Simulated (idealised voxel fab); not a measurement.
process module | voxel gate over fins
cross-section cut | 300 nm wide | cells 5 nm
A cross-section is a grid of square cells, given in bands from the top down. A band is one or more rows of cells.
Each band's line starts with the height of the band's top and of its bottom, in nm. Then come its materials from left to right, each with its width in nm. One material with "throughout" fills the band from edge to edge. "air" is empty space.
Height 0 is the level under which the wafer as received is all one material. The lowest band goes on downwards, as in "0 down".
A width such as "30 to 40" changes by the same amount from each row of cells to the next, from the band's top row to its bottom row.
"no change" after a step means that no cell of the cross-section changed.
closed voids: empty space of 8 cells or more with no open way to the top, each as width x height at its distance from the left edge, in nm
after a step's settings: what the simulator itself notes on the step
overlay nm, on a step with a mask: how far to the right of its planned place the mask lay; to the left if negative
plan
1 op RECEIVE | material Si
2 op CONFORMAL_DEP | material SiN | thk nm 5
3 op MASKED_ETCH | tone cover | mask id FINS | width nm 15 | pitch nm 40 | etch materials SiN | depth nm 5 | overlay nm 0
4 op MASKED_ETCH | tone cover | mask id FINS | width nm 15 | pitch nm 40 | etch materials Si | depth nm 40 | overlay nm 0
5 op OXIDIZE | depth nm 5
6 op FILL_DEP | material SiO2 | thk nm 15
7 op CMP | height nm 5
8 op SELECTIVE_ETCH | etch materials SiO2 | depth nm 20
9 op STRIP | etch materials SiN
10 op CONFORMAL_DEP | material HfO2 | thk nm 5
11 op CONFORMAL_DEP | material TiN | thk nm 5
12 op FILL_DEP | material W | thk nm 15
13 op CMP | height nm 20
14 op CONFORMAL_DEP | material SiN | thk nm 5
as received, after step 1
  0 down: Si throughout
  closed voids: none
first wafer at the end, as planned
  25 to 20: SiN throughout
  20 to 10: W throughout
  10 to 5: W 95 | TiN 25 | W 15 | TiN 25 | W 15 | TiN 25 | W 100
  5 to 0: W 95 | TiN 5 | HfO2 15 | TiN 5 | W 15 | TiN 5 | HfO2 15 | TiN 5 | W 15 | TiN 5 | HfO2 15 | TiN 5 | W 100
  0 to -5: W 95 | TiN 5 | HfO2 5 | Si 5 | HfO2 5 | TiN 5 | W 15 | TiN 5 | HfO2 5 | Si 5 | HfO2 5 | TiN 5 | W 15 | TiN 5 | HfO2 5 | Si 5 | HfO2 5 | TiN 5 | W 100
  -5 to -10: TiN 100 | HfO2 5 | Si 5 | HfO2 5 | TiN 25 | HfO2 5 | Si 5 | HfO2 5 | TiN 25 | HfO2 5 | Si 5 | HfO2 5 | TiN 105
  -10 to -15: HfO2 105 | Si 5 | HfO2 35 | Si 5 | HfO2 35 | Si 5 | HfO2 110
  -15 to -45: SiO2 105 | Si 5 | SiO2 35 | Si 5 | SiO2 35 | Si 5 | SiO2 110
  -45 down: Si throughout
  closed voids: none
second wafer at the end: like start, like plan, one mistake
  25 to 20: SiN throughout
  20 to 10: W throughout
  10 to 5: W 95 | TiN 25 | W 15 | TiN 25 | W 15 | TiN 25 | W 100
  5 to 0: W 95 | TiN 5 | HfO2 15 | TiN 5 | W 15 | TiN 5 | HfO2 15 | TiN 5 | W 15 | TiN 5 | HfO2 15 | TiN 5 | W 100
  0 to -5: W 95 | TiN 5 | HfO2 5 | Si 5 | HfO2 5 | TiN 5 | W 15 | TiN 5 | HfO2 5 | Si 5 | HfO2 5 | TiN 5 | W 15 | TiN 5 | HfO2 5 | Si 5 | HfO2 5 | TiN 5 | W 100
  -5 to -10: TiN 100 | HfO2 5 | Si 5 | HfO2 5 | TiN 25 | HfO2 5 | Si 5 | HfO2 5 | TiN 25 | HfO2 5 | Si 5 | HfO2 5 | TiN 105
  -10 to -15: HfO2 105 | Si 5 | HfO2 35 | Si 5 | HfO2 35 | Si 5 | HfO2 110
  -15 to -50: SiO2 105 | Si 5 | SiO2 35 | Si 5 | SiO2 35 | Si 5 | SiO2 110
  -50 down: Si throughout
  closed voids: none
what went wrong: step 4 ran as: op MASKED_ETCH | tone cover | mask id FINS | width nm 15 | pitch nm 40 | etch materials Si | depth nm 45 | overlay nm 0
at the end the second wafer has, in cells: 57 fewer of Si | 57 more of SiO2
